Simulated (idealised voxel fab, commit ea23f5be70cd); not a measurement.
Presented below is a process module, voxel capacitor over wiring.
We display cut, a cross-section 190 nm in width whose square cells are each 5 nm.
We lay out every cross-section as a grid of square cells and spell it out in bands from the top down, where one band means one or more rows of cells.
Band: top and bottom heights (nm) first, top before bottom; then materials from left to right, widths in nm. "throughout" marks a sole material filling the band edge to edge. "empty" denotes empty space.
Heights are measured from 0, the level below which the as-received wafer is all one material; the lowest band has no bottom and continues downward, written as in "0 -> down".
Note: "30->40" means the width goes from the first number (top row of the band) to the second number (bottom row) in equal steps per row of cells.
When a step is marked "nothing changed", none of the cells in the cross-section changed during that step.
Listed in "Enclosed void list": every empty space of 8 or more cells without an open way to the top. Form: width x height at distance, the distance being from the left edge, all in nm.
What comes after the settings on a step's line is commentary from the simulator itself on that step.
overlay nm: mask right of planned place by this much (step with mask). Neg. = left.
The process steps that were planned are listed below
1,RECEIVE (material Si)
2,CONFORMAL_DEP (material SiO2; thk nm 15)
3,CONFORMAL_DEP (material SiCN; thk nm 5)
4,DIRECTIONAL_DEP (material lowk; thk nm 20)
5,PATTERN (tone open; mask id METAL_1; material resist; width nm 30; pitch nm 95; thk nm 15; overlay nm 0)
6,DIRECTIONAL_ETCH (etch materials lowk; depth nm 20)
7,DIRECTIONAL_ETCH (etch materials SiCN; depth nm 5)
8,STRIP (etch materials resist)
9,CONFORMAL_DEP (material TiN; thk nm 5)
10,FILL_DEP (material Ru; thk nm 5)
11,CMP (height nm 40)
12,EPI (material Ru; thk nm 5)
13,FILL_DEP (material SiCN; thk nm 5)
14,DIRECTIONAL_DEP (material SiO2; thk nm 10)
15,PATTERN (tone open; mask id PLUG_1; material resist; width nm 15; thk nm 15; overlay nm 0)
16,DIRECTIONAL_ETCH (etch materials SiO2; depth nm 10)
17,DIRECTIONAL_ETCH (etch materials SiCN; depth nm 5)
18,STRIP (etch materials resist)
19,EPI (material Ru; thk nm 10)
20,EPI (material Ru; thk nm 5)
21,DIRECTIONAL_DEP (material TiN; thk nm 10)
22,DIRECTIONAL_DEP (material HfO2; thk nm 5)
23,DIRECTIONAL_DEP (material TiN; thk nm 5)
24,PATTERN (tone cover; mask id UPPER_PLATE; material resist; width nm 70; thk nm 15; overlay nm 0)
25,DIRECTIONAL_ETCH (etch materials TiN; depth nm 5)
26,DIRECTIONAL_ETCH (etch materials HfO2; depth nm 5)
27,STRIP (etch materials resist)
28,MASKED_ETCH (tone cover; mask id LOWER_PLATE; width nm 80; etch materials TiN; depth nm 10; overlay nm 0)
29,FILL_DEP (material SiO2; thk nm 15)
30,CMP (height nm 90)
31,DIRECTIONAL_DEP (material aC; thk nm 15)
32,PATTERN (tone open; mask id PLUG_2; material resist; width nm 15; thk nm 35; overlay nm 0)
33,DIRECTIONAL_ETCH (etch materials aC; depth nm 15)
34,STRIP (etch materials resist)
35,DIRECTIONAL_ETCH (etch materials SiO2; depth nm 10)
36,STRIP (etch materials aC)
37,CONFORMAL_DEP (material TiN; thk nm 5)
38,FILL_DEP (material Ru; thk nm 5)
39,CMP (height nm 90)
40,CONFORMAL_DEP (material SiCN; thk nm 5)
Incoming wafer, cross-sectional view, post step 1
    0 -> down: Si throughout
    Enclosed void list: none
Cross-sectional view of the first of the two wafers upon completion of the module, processed in accordance with the plan
    95 -> 90: SiCN throughout
    90 -> 85: 55 SiO2  5 TiN  5 Ru  5 TiN  120 SiO2
    85 -> 75: 55->45 SiO2  15->70 TiN  120->75 SiO2
    75 -> 70: 45 SiO2  70 HfO2  75 SiO2
    70 -> 60: 40 SiO2  80 TiN  70 SiO2
    60 -> 50: 45 SiO2  15 Ru  130 SiO2
    50 -> 45: 45 SiCN  15 Ru  130 SiCN
    45 -> 40: 25 SiCN  40 Ru  55 SiCN  40 Ru  30 SiCN
    40 -> 20: 30 lowk  5 TiN  20 Ru  5 TiN  65 lowk  5 TiN  20 Ru  5 TiN  35 lowk
    20 -> 15: 30 SiCN  30 TiN  65 SiCN  30 TiN  35 SiCN
    15 -> 0: SiO2 throughout
    0 -> down: Si throughout
    Enclosed void list: none
Same start, same plan as the first wafer - but one mistake in the run. Cross-section of the second of the two at the end of the module
    95 -> 90: SiCN throughout
    90 -> 85: 55 SiO2  5 TiN  5 Ru  5 TiN  120 SiO2
    85 -> 75: 55->45 SiO2  15->20 TiN  120->125 SiO2
    75 -> 70: 45 SiO2  20 HfO2  125 SiO2
    70 -> 65: 40 SiO2  75 TiN  75 SiO2
    65 -> 60: 40 SiO2  25 TiN  50 HfO2  75 SiO2
    60 -> 55: 40 SiO2  25 Ru  55 TiN  70 SiO2
    55 -> 50: 45 SiO2  15 Ru  5 SiO2  55 TiN  70 SiO2
    50 -> 45: 45 SiO2  15 Ru  130 SiO2
    45 -> 40: 25 SiO2  40 Ru  55 SiO2  40 Ru  30 SiO2
    40 -> 20: 30 lowk  5 TiN  20 Ru  5 TiN  65 lowk  5 TiN  20 Ru  5 TiN  35 lowk
    20 -> 15: 30 SiCN  30 TiN  65 SiCN  30 TiN  35 SiCN
    15 -> 0: SiO2 throughout
    0 -> down: Si throughout
    Enclosed void list: none
Want to know what went wrong? the plan's step 13 went unexecuted, having been skipped
Final tally in cells, some materials are higher or lower on the second wafer than on the first: Ru +2, SiCN -57, SiO2 +55
